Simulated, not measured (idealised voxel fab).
process module | voxel transistor to metal
cross-section cut | 215 nm wide | cells 5 nm
A cross-section is a grid of square cells, given in bands from the top down. A band is one or more rows of cells.
Each band's line starts with the height of the band's top and of its bottom, in nm. Then come its materials from left to right, each with its width in nm. One material with "throughout" fills the band from edge to edge. "air" is empty space.
Height 0 is the level under which the wafer as received is all one material. The lowest band goes on downwards, as in "0 down".
A width such as "30 to 40" changes by the same amount from each row of cells to the next, from the band's top row to its bottom row.
"no change" after a step means that no cell of the cross-section changed.
closed voids: empty space of 8 cells or more with no open way to the top, each as width x height at its distance from the left edge, in nm
after a step's settings: what the simulator itself notes on the step
overlay nm, on a step with a mask: how far to the right of its planned place the mask lay; to the left if negative
plan
1 op RECEIVE | material Si
2 op CONFORMAL_DEP | material SiO2 | thk nm 5
3 op CONFORMAL_DEP | material SiN | thk nm 10
4 op DIRECTIONAL_DEP | material aC | thk nm 15
5 op PATTERN | tone cover | mask id ACTIVE | material resist | width nm 115 | thk nm 30 | overlay nm 0
6 op DIRECTIONAL_ETCH | etch materials aC | depth nm 15
7 op STRIP | etch materials resist
8 op DIRECTIONAL_ETCH | etch materials SiN | depth nm 10
9 op DIRECTIONAL_ETCH | etch materials SiO2 | depth nm 5
10 op DIRECTIONAL_ETCH | etch materials Si | depth nm 25
11 op STRIP | etch materials aC
12 op OXIDIZE | depth nm 5
13 op FILL_DEP | material SiO2 | thk nm 15
14 op CMP | height nm 15
15 op SELECTIVE_ETCH | etch materials SiO2 | depth nm 10
16 op STRIP | etch materials SiN
17 op SELECTIVE_ETCH | etch materials SiO2 | depth nm 5
18 op OXIDIZE | depth nm 5
19 op DIRECTIONAL_DEP | material polySi | thk nm 25
20 op DIRECTIONAL_DEP | material SiCN | thk nm 15
21 op DIRECTIONAL_DEP | material aC | thk nm 15
22 op PATTERN | tone cover | mask id GATE | material resist | width nm 25 | thk nm 35 | overlay nm 0
23 op DIRECTIONAL_ETCH | etch materials aC | depth nm 15
24 op STRIP | etch materials resist
25 op DIRECTIONAL_ETCH | etch materials SiCN | depth nm 25
26 op DIRECTIONAL_ETCH | etch materials polySi | depth nm 35
27 op STRIP | etch materials aC
28 op CONFORMAL_DEP | material SiN | thk nm 10
29 op DIRECTIONAL_ETCH | etch materials SiN | depth nm 10
30 op DIRECTIONAL_ETCH | etch materials SiO2 | depth nm 5
31 op DIRECTIONAL_ETCH | etch materials Si | depth nm 5
32 op EPI | material pSi | thk nm 5
33 op FILL_DEP | material SiO2 | thk nm 10
34 op CMP | height nm 25
35 op STRIP | etch materials polySi
36 op SELECTIVE_ETCH | etch materials SiO2 | depth nm 5
37 op CONFORMAL_DEP | material HfO2 | thk nm 5
38 op CONFORMAL_DEP | material TiN | thk nm 5
39 op FILL_DEP | material W | thk nm 10
40 op CMP | height nm 20
41 op DIRECTIONAL_DEP | material SiO2 | thk nm 15
42 op DIRECTIONAL_DEP | material aC | thk nm 15
43 op PATTERN | tone open | mask id CONTACT | material resist | width nm 20 | pitch nm 75 | thk nm 35 | overlay nm 0
44 op DIRECTIONAL_ETCH | etch materials aC | depth nm 15
45 op STRIP | etch materials resist
46 op DIRECTIONAL_ETCH | etch materials SiO2 | depth nm 40
47 op STRIP | etch materials aC
48 op CONFORMAL_DEP | material TiN | thk nm 5
49 op FILL_DEP | material W | thk nm 10
50 op CMP | height nm 35
51 op DIRECTIONAL_DEP | material TiN | thk nm 5
52 op DIRECTIONAL_DEP | material W | thk nm 25
53 op DIRECTIONAL_DEP | material aC | thk nm 10
54 op PATTERN | tone cover | mask id METAL_1 | material resist | width nm 20 | pitch nm 75 | thk nm 25 | overlay nm 0
55 op DIRECTIONAL_ETCH | etch materials aC | depth nm 10
56 op STRIP | etch materials resist
57 op DIRECTIONAL_ETCH | etch materials W | depth nm 25
58 op DIRECTIONAL_ETCH | etch materials TiN | depth nm 5
59 op STRIP | etch materials aC
60 op FILL_DEP | material SiO2 | thk nm 10
61 op CMP | height nm 65
62 op CONFORMAL_DEP | material SiCN | thk nm 5
63 op DIRECTIONAL_DEP | material SiO2 | thk nm 35
64 op MASKED_ETCH | tone open | mask id METAL_2 | width nm 20 | pitch nm 75 | etch materials SiO2 | depth nm 20 | overlay nm 0
65 op PATTERN | tone open | mask id METAL_2_HOLES | material resist | width nm 15 | pitch nm 75 | thk nm 20 | overlay nm 0
66 op DIRECTIONAL_ETCH | etch materials SiO2 | depth nm 15
67 op DIRECTIONAL_ETCH | etch materials SiCN | depth nm 5
68 op STRIP | etch materials resist
69 op CONFORMAL_DEP | material TiN | thk nm 5
70 op FILL_DEP | material Ru | thk nm 5
71 op CMP | height nm 105
72 op CONFORMAL_DEP | material SiN | thk nm 5
first wafer, as planned
as received, after step 1
  0 down: Si throughout
  closed voids: none
after step 2
  5 to 0: SiO2 throughout
  below 0: unchanged
after step 3
  15 to 5: SiN throughout
  below 5: unchanged
after step 4
  30 to 15: aC throughout
  below 15: unchanged
after step 5
  60 to 30: air 50 | resist 115 | air 50
  below 30: unchanged
after step 6
  45 to 30: air 50 | resist 115 | air 50
  30 to 15: air 50 | aC 115 | air 50
  below 15: unchanged
after step 7
  30 to 15: air 50 | aC 115 | air 50
  below 15: unchanged
after step 8
  30 to 15: air 50 | aC 115 | air 50
  15 to 5: air 50 | SiN 115 | air 50
  below 5: unchanged
after step 9
  30 to 15: air 50 | aC 115 | air 50
  15 to 5: air 50 | SiN 115 | air 50
  5 to 0: air 50 | SiO2 115 | air 50
  below 0: unchanged
after step 10
  30 to 15: air 50 | aC 115 | air 50
  15 to 5: air 50 | SiN 115 | air 50
  5 to 0: air 50 | SiO2 115 | air 50
  0 to -25: air 50 | Si 115 | air 50
  below -25: unchanged
after step 11
  15 to 5: air 50 | SiN 115 | air 50
  below 5: unchanged
after step 12
  15 to 5: air 50 | SiN 115 | air 50
  5 to 0: air 50 | SiO2 115 | air 50
  0 to -25: air 50 | SiO2 5 | Si 105 | SiO2 5 | air 50
  -25 to -30: SiO2 55 | Si 105 | SiO2 55
  below -30: unchanged
after step 13
  30 to 15: SiO2 throughout
  15 to 5: SiO2 50 | SiN 115 | SiO2 50
  5 to 0: SiO2 throughout
  0 to -30: SiO2 55 | Si 105 | SiO2 55
  below -30: unchanged
after step 14
  15 to 5: SiO2 50 | SiN 115 | SiO2 50
  below 5: unchanged
after step 15
  15 to 5: air 50 | SiN 115 | air 50
  below 5: unchanged
after step 16
  5 to 0: SiO2 throughout
  below 0: unchanged
after step 17
  0 to -30: SiO2 55 | Si 105 | SiO2 55
  below -30: unchanged
after step 18
  0 to -5: SiO2 throughout
  below -5: unchanged
after step 19
  25 to 0: polySi throughout
  below 0: unchanged
after step 20
  40 to 25: SiCN throughout
  below 25: unchanged
after step 21
  55 to 40: aC throughout
  below 40: unchanged
after step 22
  90 to 55: air 95 | resist 25 | air 95
  below 55: unchanged
after step 23
  75 to 55: air 95 | resist 25 | air 95
  55 to 40: air 95 | aC 25 | air 95
  below 40: unchanged
after step 24
  55 to 40: air 95 | aC 25 | air 95
  below 40: unchanged
after step 25
  55 to 40: air 95 | aC 25 | air 95
  40 to 25: air 95 | SiCN 25 | air 95
  below 25: unchanged
after step 26
  55 to 40: air 95 | aC 25 | air 95
  40 to 25: air 95 | SiCN 25 | air 95
  25 to 0: air 95 | polySi 25 | air 95
  below 0: unchanged
after step 27
  40 to 25: air 95 | SiCN 25 | air 95
  below 25: unchanged
after step 28
  50 to 40: air 85 | SiN 45 | air 85
  40 to 25: air 85 | SiN 10 | SiCN 25 | SiN 10 | air 85
  25 to 10: air 85 | SiN 10 | polySi 25 | SiN 10 | air 85
  10 to 0: SiN 95 | polySi 25 | SiN 95
  below 0: unchanged
after step 29
  40 to 25: air 85 | SiN 10 | SiCN 25 | SiN 10 | air 85
  25 to 0: air 85 | SiN 10 | polySi 25 | SiN 10 | air 85
  below 0: unchanged
after step 30
  40 to 25: air 85 | SiN 10 | SiCN 25 | SiN 10 | air 85
  25 to 0: air 85 | SiN 10 | polySi 25 | SiN 10 | air 85
  0 to -5: air 85 | SiO2 45 | air 85
  below -5: unchanged
after step 31
  40 to 25: air 85 | SiN 10 | SiCN 25 | SiN 10 | air 85
  25 to 0: air 85 | SiN 10 | polySi 25 | SiN 10 | air 85
  0 to -5: air 85 | SiO2 45 | air 85
  -5 to -10: SiO2 55 | air 30 | Si 45 | air 30 | SiO2 55
  below -10: unchanged
after step 32
  40 to 25: air 85 | SiN 10 | SiCN 25 | SiN 10 | air 85
  25 to 0: air 85 | SiN 10 | polySi 25 | SiN 10 | air 85
  0 to -5: air 80 | pSi 5 | SiO2 45 | pSi 5 | air 80
  -5 to -10: SiO2 55 | pSi 30 | Si 45 | pSi 30 | SiO2 55
  below -10: unchanged
after step 33
  50 to 40: SiO2 throughout
  40 to 25: SiO2 85 | SiN 10 | SiCN 25 | SiN 10 | SiO2 85
  25 to 0: SiO2 85 | SiN 10 | polySi 25 | SiN 10 | SiO2 85
  0 to -5: SiO2 80 | pSi 5 | SiO2 45 | pSi 5 | SiO2 80
  below -5: unchanged
after step 34
  25 to 0: SiO2 85 | SiN 10 | polySi 25 | SiN 10 | SiO2 85
  below 0: unchanged
after step 35
  25 to 0: SiO2 85 | SiN 10 | air 25 | SiN 10 | SiO2 85
  below 0: unchanged
after step 36
  25 to 20: air 85 | SiN 10 | air 25 | SiN 10 | air 85
  20 to 0: SiO2 85 | SiN 10 | air 25 | SiN 10 | SiO2 85
  0 to -5: SiO2 80 | pSi 5 | SiO2 5 | air 35 | SiO2 5 | pSi 5 | SiO2 80
  below -5: unchanged
after step 37
  30 to 25: air 80 | HfO2 20 | air 15 | HfO2 20 | air 80
  25 to 20: HfO2 85 | SiN 10 | HfO2 5 | air 15 | HfO2 5 | SiN 10 | HfO2 85
  20 to 0: SiO2 85 | SiN 10 | HfO2 5 | air 15 | HfO2 5 | SiN 10 | SiO2 85
  0 to -5: SiO2 80 | pSi 5 | SiO2 5 | HfO2 35 | SiO2 5 | pSi 5 | SiO2 80
  below -5: unchanged
after step 38
  35 to 30: air 75 | TiN 30 | air 5 | TiN 30 | air 75
  30 to 25: TiN 80 | HfO2 20 | TiN 5 | air 5 | TiN 5 | HfO2 20 | TiN 80
  25 to 20: HfO2 85 | SiN 10 | HfO2 5 | TiN 5 | air 5 | TiN 5 | HfO2 5 | SiN 10 | HfO2 85
  20 to 5: SiO2 85 | SiN 10 | HfO2 5 | TiN 5 | air 5 | TiN 5 | HfO2 5 | SiN 10 | SiO2 85
  5 to 0: SiO2 85 | SiN 10 | HfO2 5 | TiN 15 | HfO2 5 | SiN 10 | SiO2 85
  below 0: unchanged
after step 39
  45 to 35: W throughout
  35 to 30: W 75 | TiN 30 | W 5 | TiN 30 | W 75
  30 to 25: TiN 80 | HfO2 20 | TiN 5 | W 5 | TiN 5 | HfO2 20 | TiN 80
  25 to 20: HfO2 85 | SiN 10 | HfO2 5 | TiN 5 | W 5 | TiN 5 | HfO2 5 | SiN 10 | HfO2 85
  20 to 5: SiO2 85 | SiN 10 | HfO2 5 | TiN 5 | W 5 | TiN 5 | HfO2 5 | SiN 10 | SiO2 85
  below 5: unchanged
after step 40
  20 to 5: SiO2 85 | SiN 10 | HfO2 5 | TiN 5 | W 5 | TiN 5 | HfO2 5 | SiN 10 | SiO2 85
  below 5: unchanged
after step 41
  35 to 20: SiO2 throughout
  below 20: unchanged
after step 42
  50 to 35: aC throughout
  below 35: unchanged
after step 43
  85 to 50: resist 60 | air 20 | resist 55 | air 20 | resist 60
  below 50: unchanged
after step 44
  70 to 50: resist 60 | air 20 | resist 55 | air 20 | resist 60
  50 to 35: aC 60 | air 20 | aC 55 | air 20 | aC 60
  below 35: unchanged
after step 45
  50 to 35: aC 60 | air 20 | aC 55 | air 20 | aC 60
  below 35: unchanged
after step 46
  50 to 35: aC 60 | air 20 | aC 55 | air 20 | aC 60
  35 to 20: SiO2 60 | air 20 | SiO2 55 | air 20 | SiO2 60
  20 to 5: SiO2 60 | air 20 | SiO2 5 | SiN 10 | HfO2 5 | TiN 5 | W 5 | TiN 5 | HfO2 5 | SiN 10 | SiO2 5 | air 20 | SiO2 60
  5 to 0: SiO2 60 | air 20 | SiO2 5 | SiN 10 | HfO2 5 | TiN 15 | HfO2 5 | SiN 10 | SiO2 5 | air 20 | SiO2 60
  0 to -5: SiO2 60 | air 20 | pSi 5 | SiO2 5 | HfO2 35 | SiO2 5 | pSi 5 | air 20 | SiO2 60
  below -5: unchanged
after step 47
  35 to 20: SiO2 60 | air 20 | SiO2 55 | air 20 | SiO2 60
  below 20: unchanged
after step 48
  40 to 35: TiN 65 | air 10 | TiN 65 | air 10 | TiN 65
  35 to 20: SiO2 60 | TiN 5 | air 10 | TiN 5 | SiO2 55 | TiN 5 | air 10 | TiN 5 | SiO2 60
  20 to 5: SiO2 60 | TiN 5 | air 10 | TiN 5 | SiO2 5 | SiN 10 | HfO2 5 | TiN 5 | W 5 | TiN 5 | HfO2 5 | SiN 10 | SiO2 5 | TiN 5 | air 10 | TiN 5 | SiO2 60
  5 to 0: SiO2 60 | TiN 5 | air 10 | TiN 5 | SiO2 5 | SiN 10 | HfO2 5 | TiN 15 | HfO2 5 | SiN 10 | SiO2 5 | TiN 5 | air 10 | TiN 5 | SiO2 60
  0 to -5: SiO2 60 | TiN 20 | pSi 5 | SiO2 5 | HfO2 35 | SiO2 5 | pSi 5 | TiN 20 | SiO2 60
  below -5: unchanged
after step 49
  50 to 40: W throughout
  40 to 35: TiN 65 | W 10 | TiN 65 | W 10 | TiN 65
  35 to 20: SiO2 60 | TiN 5 | W 10 | TiN 5 | SiO2 55 | TiN 5 | W 10 | TiN 5 | SiO2 60
  20 to 5: SiO2 60 | TiN 5 | W 10 | TiN 5 | SiO2 5 | SiN 10 | HfO2 5 | TiN 5 | W 5 | TiN 5 | HfO2 5 | SiN 10 | SiO2 5 | TiN 5 | W 10 | TiN 5 | SiO2 60
  5 to 0: SiO2 60 | TiN 5 | W 10 | TiN 5 | SiO2 5 | SiN 10 | HfO2 5 | TiN 15 | HfO2 5 | SiN 10 | SiO2 5 | TiN 5 | W 10 | TiN 5 | SiO2 60
  below 0: unchanged
after step 50
  35 to 20: SiO2 60 | TiN 5 | W 10 | TiN 5 | SiO2 55 | TiN 5 | W 10 | TiN 5 | SiO2 60
  below 20: unchanged
after step 51
  40 to 35: TiN throughout
  below 35: unchanged
after step 52
  65 to 40: W throughout
  below 40: unchanged
after step 53
  75 to 65: aC throughout
  below 65: unchanged
after step 54
  100 to 75: air 60 | resist 20 | air 55 | resist 20 | air 60
  below 75: unchanged
after step 55
  90 to 75: air 60 | resist 20 | air 55 | resist 20 | air 60
  75 to 65: air 60 | aC 20 | air 55 | aC 20 | air 60
  below 65: unchanged
after step 56
  75 to 65: air 60 | aC 20 | air 55 | aC 20 | air 60
  below 65: unchanged
after step 57
  75 to 65: air 60 | aC 20 | air 55 | aC 20 | air 60
  65 to 40: air 60 | W 20 | air 55 | W 20 | air 60
  below 40: unchanged
after step 58
  75 to 65: air 60 | aC 20 | air 55 | aC 20 | air 60
  65 to 40: air 60 | W 20 | air 55 | W 20 | air 60
  40 to 35: air 60 | TiN 20 | air 55 | TiN 20 | air 60
  below 35: unchanged
after step 59
  65 to 40: air 60 | W 20 | air 55 | W 20 | air 60
  below 40: unchanged
after step 60
  75 to 65: SiO2 throughout
  65 to 40: SiO2 60 | W 20 | SiO2 55 | W 20 | SiO2 60
  40 to 35: SiO2 60 | TiN 20 | SiO2 55 | TiN 20 | SiO2 60
  below 35: unchanged
after step 61
  65 to 40: SiO2 60 | W 20 | SiO2 55 | W 20 | SiO2 60
  below 40: unchanged
after step 62
  70 to 65: SiCN throughout
  below 65: unchanged
after step 63
  105 to 70: SiO2 throughout
  below 70: unchanged
after step 64
  105 to 85: SiO2 60 | air 20 | SiO2 55 | air 20 | SiO2 60
  below 85: unchanged
after step 65
  125 to 105: resist 60 | air 15 | resist 60 | air 15 | resist 65
  105 to 85: SiO2 60 | air 15 | resist 5 | SiO2 55 | air 15 | resist 5 | SiO2 60
  below 85: unchanged
after step 66
  125 to 105: resist 60 | air 15 | resist 60 | air 15 | resist 65
  105 to 85: SiO2 60 | air 15 | resist 5 | SiO2 55 | air 15 | resist 5 | SiO2 60
  85 to 70: SiO2 60 | air 15 | SiO2 60 | air 15 | SiO2 65
  below 70: unchanged
after step 67
  125 to 105: resist 60 | air 15 | resist 60 | air 15 | resist 65
  105 to 85: SiO2 60 | air 15 | resist 5 | SiO2 55 | air 15 | resist 5 | SiO2 60
  85 to 70: SiO2 60 | air 15 | SiO2 60 | air 15 | SiO2 65
  70 to 65: SiCN 60 | air 15 | SiCN 60 | air 15 | SiCN 65
  below 65: unchanged
after step 68
  105 to 85: SiO2 60 | air 20 | SiO2 55 | air 20 | SiO2 60
  below 85: unchanged
after step 69
  110 to 105: TiN 65 | air 10 | TiN 65 | air 10 | TiN 65
  105 to 90: SiO2 60 | TiN 5 | air 10 | TiN 5 | SiO2 55 | TiN 5 | air 10 | TiN 5 | SiO2 60
  90 to 85: SiO2 60 | TiN 5 | air 5 | TiN 10 | SiO2 55 | TiN 5 | air 5 | TiN 10 | SiO2 60
  85 to 70: SiO2 60 | TiN 5 | air 5 | TiN 5 | SiO2 60 | TiN 5 | air 5 | TiN 5 | SiO2 65
  70 to 65: SiCN 60 | TiN 15 | SiCN 60 | TiN 15 | SiCN 65
  below 65: unchanged
after step 70
  115 to 110: Ru throughout
  110 to 105: TiN 65 | Ru 10 | TiN 65 | Ru 10 | TiN 65
  105 to 90: SiO2 60 | TiN 5 | Ru 10 | TiN 5 | SiO2 55 | TiN 5 | Ru 10 | TiN 5 | SiO2 60
  90 to 85: SiO2 60 | TiN 5 | Ru 5 | TiN 10 | SiO2 55 | TiN 5 | Ru 5 | TiN 10 | SiO2 60
  85 to 70: SiO2 60 | TiN 5 | Ru 5 | TiN 5 | SiO2 60 | TiN 5 | Ru 5 | TiN 5 | SiO2 65
  below 70: unchanged
after step 71
  105 to 90: SiO2 60 | TiN 5 | Ru 10 | TiN 5 | SiO2 55 | TiN 5 | Ru 10 | TiN 5 | SiO2 60
  below 90: unchanged
after step 72
  110 to 105: SiN throughout
  below 105: unchanged
second wafer: like start, like plan, one mistake. Through step 36 it matches the first wafer
when step 37 should have ended
  30 to 25: air 80 | TiN 20 | air 15 | TiN 20 | air 80
  25 to 20: TiN 85 | SiN 10 | TiN 5 | air 15 | TiN 5 | SiN 10 | TiN 85
  20 to 0: SiO2 85 | SiN 10 | TiN 5 | air 15 | TiN 5 | SiN 10 | SiO2 85
  0 to -5: SiO2 80 | pSi 5 | SiO2 5 | TiN 35 | SiO2 5 | pSi 5 | SiO2 80
  below -5: unchanged
when step 38 should have ended
  35 to 30: air 75 | HfO2 30 | air 5 | HfO2 30 | air 75
  30 to 25: HfO2 80 | TiN 20 | HfO2 5 | air 5 | HfO2 5 | TiN 20 | HfO2 80
  25 to 20: TiN 85 | SiN 10 | TiN 5 | HfO2 5 | air 5 | HfO2 5 | TiN 5 | SiN 10 | TiN 85
  20 to 5: SiO2 85 | SiN 10 | TiN 5 | HfO2 5 | air 5 | HfO2 5 | TiN 5 | SiN 10 | SiO2 85
  5 to 0: SiO2 85 | SiN 10 | TiN 5 | HfO2 15 | TiN 5 | SiN 10 | SiO2 85
  below 0: unchanged
when step 39 should have ended
  45 to 35: W throughout
  35 to 30: W 75 | HfO2 30 | W 5 | HfO2 30 | W 75
  30 to 25: HfO2 80 | TiN 20 | HfO2 5 | W 5 | HfO2 5 | TiN 20 | HfO2 80
  25 to 20: TiN 85 | SiN 10 | TiN 5 | HfO2 5 | W 5 | HfO2 5 | TiN 5 | SiN 10 | TiN 85
  20 to 5: SiO2 85 | SiN 10 | TiN 5 | HfO2 5 | W 5 | HfO2 5 | TiN 5 | SiN 10 | SiO2 85
  below 5: unchanged
when step 40 should have ended
  20 to 5: SiO2 85 | SiN 10 | TiN 5 | HfO2 5 | W 5 | HfO2 5 | TiN 5 | SiN 10 | SiO2 85
  below 5: unchanged
when step 41 should have ended
  35 to 20: SiO2 throughout
  below 20: unchanged
when step 42 should have ended
  50 to 35: aC throughout
  below 35: unchanged
when step 43 should have ended
  85 to 50: resist 60 | air 20 | resist 55 | air 20 | resist 60
  below 50: unchanged
when step 44 should have ended
  70 to 50: resist 60 | air 20 | resist 55 | air 20 | resist 60
  50 to 35: aC 60 | air 20 | aC 55 | air 20 | aC 60
  below 35: unchanged
when step 45 should have ended
  50 to 35: aC 60 | air 20 | aC 55 | air 20 | aC 60
  below 35: unchanged
when step 46 should have ended
  50 to 35: aC 60 | air 20 | aC 55 | air 20 | aC 60
  35 to 20: SiO2 60 | air 20 | SiO2 55 | air 20 | SiO2 60
  20 to 5: SiO2 60 | air 20 | SiO2 5 | SiN 10 | TiN 5 | HfO2 5 | W 5 | HfO2 5 | TiN 5 | SiN 10 | SiO2 5 | air 20 | SiO2 60
  5 to 0: SiO2 60 | air 20 | SiO2 5 | SiN 10 | TiN 5 | HfO2 15 | TiN 5 | SiN 10 | SiO2 5 | air 20 | SiO2 60
  0 to -5: SiO2 60 | air 20 | pSi 5 | SiO2 5 | TiN 35 | SiO2 5 | pSi 5 | air 20 | SiO2 60
  below -5: unchanged
when step 47 should have ended
  35 to 20: SiO2 60 | air 20 | SiO2 55 | air 20 | SiO2 60
  below 20: unchanged
when step 48 should have ended
  40 to 35: TiN 65 | air 10 | TiN 65 | air 10 | TiN 65
  35 to 20: SiO2 60 | TiN 5 | air 10 | TiN 5 | SiO2 55 | TiN 5 | air 10 | TiN 5 | SiO2 60
  20 to 5: SiO2 60 | TiN 5 | air 10 | TiN 5 | SiO2 5 | SiN 10 | TiN 5 | HfO2 5 | W 5 | HfO2 5 | TiN 5 | SiN 10 | SiO2 5 | TiN 5 | air 10 | TiN 5 | SiO2 60
  5 to 0: SiO2 60 | TiN 5 | air 10 | TiN 5 | SiO2 5 | SiN 10 | TiN 5 | HfO2 15 | TiN 5 | SiN 10 | SiO2 5 | TiN 5 | air 10 | TiN 5 | SiO2 60
  0 to -5: SiO2 60 | TiN 20 | pSi 5 | SiO2 5 | TiN 35 | SiO2 5 | pSi 5 | TiN 20 | SiO2 60
  below -5: unchanged
when step 49 should have ended
  50 to 40: W throughout
  40 to 35: TiN 65 | W 10 | TiN 65 | W 10 | TiN 65
  35 to 20: SiO2 60 | TiN 5 | W 10 | TiN 5 | SiO2 55 | TiN 5 | W 10 | TiN 5 | SiO2 60
  20 to 5: SiO2 60 | TiN 5 | W 10 | TiN 5 | SiO2 5 | SiN 10 | TiN 5 | HfO2 5 | W 5 | HfO2 5 | TiN 5 | SiN 10 | SiO2 5 | TiN 5 | W 10 | TiN 5 | SiO2 60
  5 to 0: SiO2 60 | TiN 5 | W 10 | TiN 5 | SiO2 5 | SiN 10 | TiN 5 | HfO2 15 | TiN 5 | SiN 10 | SiO2 5 | TiN 5 | W 10 | TiN 5 | SiO2 60
  below 0: unchanged
when step 50 should have ended
  35 to 20: SiO2 60 | TiN 5 | W 10 | TiN 5 | SiO2 55 | TiN 5 | W 10 | TiN 5 | SiO2 60
  below 20: unchanged
when step 51 should have ended
  40 to 35: TiN throughout
  below 35: unchanged
when step 52 should have ended
  65 to 40: W throughout
  below 40: unchanged
when step 53 should have ended
  75 to 65: aC throughout
  below 65: unchanged
when step 54 should have ended
  100 to 75: air 60 | resist 20 | air 55 | resist 20 | air 60
  below 75: unchanged
when step 55 should have ended
  90 to 75: air 60 | resist 20 | air 55 | resist 20 | air 60
  75 to 65: air 60 | aC 20 | air 55 | aC 20 | air 60
  below 65: unchanged
when step 56 should have ended
  75 to 65: air 60 | aC 20 | air 55 | aC 20 | air 60
  below 65: unchanged
when step 57 should have ended
  75 to 65: air 60 | aC 20 | air 55 | aC 20 | air 60
  65 to 40: air 60 | W 20 | air 55 | W 20 | air 60
  below 40: unchanged
when step 58 should have ended
  75 to 65: air 60 | aC 20 | air 55 | aC 20 | air 60
  65 to 40: air 60 | W 20 | air 55 | W 20 | air 60
  40 to 35: air 60 | TiN 20 | air 55 | TiN 20 | air 60
  below 35: unchanged
when step 59 should have ended
  65 to 40: air 60 | W 20 | air 55 | W 20 | air 60
  below 40: unchanged
when step 60 should have ended
  75 to 65: SiO2 throughout
  65 to 40: SiO2 60 | W 20 | SiO2 55 | W 20 | SiO2 60
  40 to 35: SiO2 60 | TiN 20 | SiO2 55 | TiN 20 | SiO2 60
  below 35: unchanged
when step 61 should have ended
  65 to 40: SiO2 60 | W 20 | SiO2 55 | W 20 | SiO2 60
  below 40: unchanged
when step 62 should have ended
  70 to 65: SiCN throughout
  below 65: unchanged
when step 63 should have ended
  105 to 70: SiO2 throughout
  below 70: unchanged
when step 64 should have ended
  105 to 85: SiO2 60 | air 20 | SiO2 55 | air 20 | SiO2 60
  below 85: unchanged
when step 65 should have ended
  125 to 105: resist 60 | air 15 | resist 60 | air 15 | resist 65
  105 to 85: SiO2 60 | air 15 | resist 5 | SiO2 55 | air 15 | resist 5 | SiO2 60
  below 85: unchanged
when step 66 should have ended
  125 to 105: resist 60 | air 15 | resist 60 | air 15 | resist 65
  105 to 85: SiO2 60 | air 15 | resist 5 | SiO2 55 | air 15 | resist 5 | SiO2 60
  85 to 70: SiO2 60 | air 15 | SiO2 60 | air 15 | SiO2 65
  below 70: unchanged
when step 67 should have ended
  125 to 105: resist 60 | air 15 | resist 60 | air 15 | resist 65
  105 to 85: SiO2 60 | air 15 | resist 5 | SiO2 55 | air 15 | resist 5 | SiO2 60
  85 to 70: SiO2 60 | air 15 | SiO2 60 | air 15 | SiO2 65
  70 to 65: SiCN 60 | air 15 | SiCN 60 | air 15 | SiCN 65
  below 65: unchanged
when step 68 should have ended
  105 to 85: SiO2 60 | air 20 | SiO2 55 | air 20 | SiO2 60
  below 85: unchanged
when step 69 should have ended
  110 to 105: TiN 65 | air 10 | TiN 65 | air 10 | TiN 65
  105 to 90: SiO2 60 | TiN 5 | air 10 | TiN 5 | SiO2 55 | TiN 5 | air 10 | TiN 5 | SiO2 60
  90 to 85: SiO2 60 | TiN 5 | air 5 | TiN 10 | SiO2 55 | TiN 5 | air 5 | TiN 10 | SiO2 60
  85 to 70: SiO2 60 | TiN 5 | air 5 | TiN 5 | SiO2 60 | TiN 5 | air 5 | TiN 5 | SiO2 65
  70 to 65: SiCN 60 | TiN 15 | SiCN 60 | TiN 15 | SiCN 65
  below 65: unchanged
when step 70 should have ended
  115 to 110: Ru throughout
  110 to 105: TiN 65 | Ru 10 | TiN 65 | Ru 10 | TiN 65
  105 to 90: SiO2 60 | TiN 5 | Ru 10 | TiN 5 | SiO2 55 | TiN 5 | Ru 10 | TiN 5 | SiO2 60
  90 to 85: SiO2 60 | TiN 5 | Ru 5 | TiN 10 | SiO2 55 | TiN 5 | Ru 5 | TiN 10 | SiO2 60
  85 to 70: SiO2 60 | TiN 5 | Ru 5 | TiN 5 | SiO2 60 | TiN 5 | Ru 5 | TiN 5 | SiO2 65
  below 70: unchanged
when step 71 should have ended
  105 to 90: SiO2 60 | TiN 5 | Ru 10 | TiN 5 | SiO2 55 | TiN 5 | Ru 10 | TiN 5 | SiO2 60
  below 90: unchanged
when step 72 should have ended
  110 to 105: SiN throughout
  below 105: unchanged
what went wrong: steps 37 and 38 were swapped
at the end the second wafer has, in cells: 6 fewer of HfO2 | 6 more of TiN
